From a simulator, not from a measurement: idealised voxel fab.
Module name: voxel ribs on slabs (process module)
Square cells of 5 nm make up the cross-section cut, whose width is 160 nm.
Square cells in a grid make up a cross-section in this document, and the grid is given as bands, listed from the top down, each one or more rows of cells. Per band: top height and bottom height in nm, followed by the left-to-right materials and their widths in nm; "throughout" marks a single material spanning edge to edge, "empty" marks empty space. Measure heights from 0. That's the level where, below it, the as-received wafer is all one material. The lowest band is bottomless and extends downward; write it as in "z 0 and below". Per-row width for "30 to 40": begins at first number (top row of band), ends at second number (bottom row), increment between rows held constant. Given "nothing was modified" for a step, no cell of the cross-section differs between before and after that step. Basically, "Sealed-off cavities" tells you about the enclosed voids: empty spaces with no open way to the top, 8 cells or bigger, each written width x height at distance, where distance is from the left edge, all in nm. Text after the settings on a step's line: the simulator's own remark on that step. On any step carrying a mask, the "overlay nm" setting, if present on the step's line, tells how far right of its planned place the mask lay; negative values point to the left.

## Listed below are the process steps as planned
| 1 | RECEIVE: material Si |
| 2 | DIRECTIONAL_DEP: material SiO2, thk nm 25 |
| 3 | DIRECTIONAL_DEP: material SiN, thk nm 20 |
| 4 | DIRECTIONAL_DEP: material aC, thk nm 10 |
| 5 | PATTERN: tone cover, mask id RIB, material resist, width nm 30, thk nm 30, overlay nm 0 |
| 6 | DIRECTIONAL_ETCH: etch materials aC, depth nm 10 |
| 7 | STRIP: etch materials resist |
| 8 | DIRECTIONAL_ETCH: etch materials SiN, depth nm 10 |
| 9 | STRIP: etch materials aC |
| 10 | DIRECTIONAL_DEP: material aC, thk nm 15 |
| 11 | PATTERN: tone cover, mask id SLAB, material resist, width nm 90, thk nm 30, overlay nm 0 |
| 12 | DIRECTIONAL_ETCH: etch materials aC, depth nm 15 |
| 13 | STRIP: etch materials resist |
| 14 | DIRECTIONAL_ETCH: etch materials SiN, depth nm 10 |
| 15 | STRIP: etch materials aC |
| 16 | FILL_DEP: material SiO2, thk nm 25 |
| 17 | CMP: height nm 65 |
| 18 | DIRECTIONAL_DEP: material TiN, thk nm 5 |
| 19 | DIRECTIONAL_DEP: material aC, thk nm 15 |
| 20 | PATTERN: tone cover, mask id HEATER, material resist, width nm 30, thk nm 30, overlay nm 0 |
| 21 | DIRECTIONAL_ETCH: etch materials aC, depth nm 15 |
| 22 | STRIP: etch materials resist |
| 23 | DIRECTIONAL_ETCH: etch materials TiN, depth nm 5 |
| 24 | STRIP: etch materials aC |
| 25 | CONFORMAL_DEP: material SiN, thk nm 5 |
The plan's step 20 width nm is the first wafer's value; the wafers differ in this setting and start identical.

## Cross-section of the first incoming wafer of several, state after step 1
  z 0 and below  Si throughout
  Sealed-off cavities: none

## At the end of the module, after its last step, step 25, the first of several wafers appears in cross-section as follows
  z 75 to 70  empty 60, SiN 40, empty 60
  z 70 to 65  SiN 65, TiN 30, SiN 65
  z 65 to 45  SiO2 throughout
  z 45 to 35  SiO2 65, SiN 30, SiO2 65
  z 35 to 25  SiO2 35, SiN 90, SiO2 35
  z 25 to 0  SiO2 throughout
  z 0 and below  Si throughout
  Sealed-off cavities: none

## Showing the last wafer in cross-section at the end of the module
  z 75 to 70  empty 50, SiN 65, empty 45
  z 70 to 65  SiN 55, TiN 55, SiN 50
  z 65 to 45  SiO2 throughout
  z 45 to 35  SiO2 65, SiN 30, SiO2 65
  z 35 to 25  SiO2 35, SiN 90, SiO2 35
  z 25 to 0  SiO2 throughout
  z 0 and below  Si throughout
  Sealed-off cavities: none

## Rows = wafers. At module end, each row lists per material the cells gained (+) or lost (-) since the wafer was received, then the closed voids
width nm 30, +82 SiN, +368 SiO2, +6 TiN, Sealed-off cavities: none
width nm 35, +82 SiN, +368 SiO2, +7 TiN, Sealed-off cavities: none
width nm 40, +82 SiN, +368 SiO2, +8 TiN, Sealed-off cavities: none
width nm 45, +82 SiN, +368 SiO2, +9 TiN, Sealed-off cavities: none
width nm 50, +82 SiN, +368 SiO2, +10 TiN, Sealed-off cavities: none
width nm 55, +82 SiN, +368 SiO2, +11 TiN, Sealed-off cavities: none
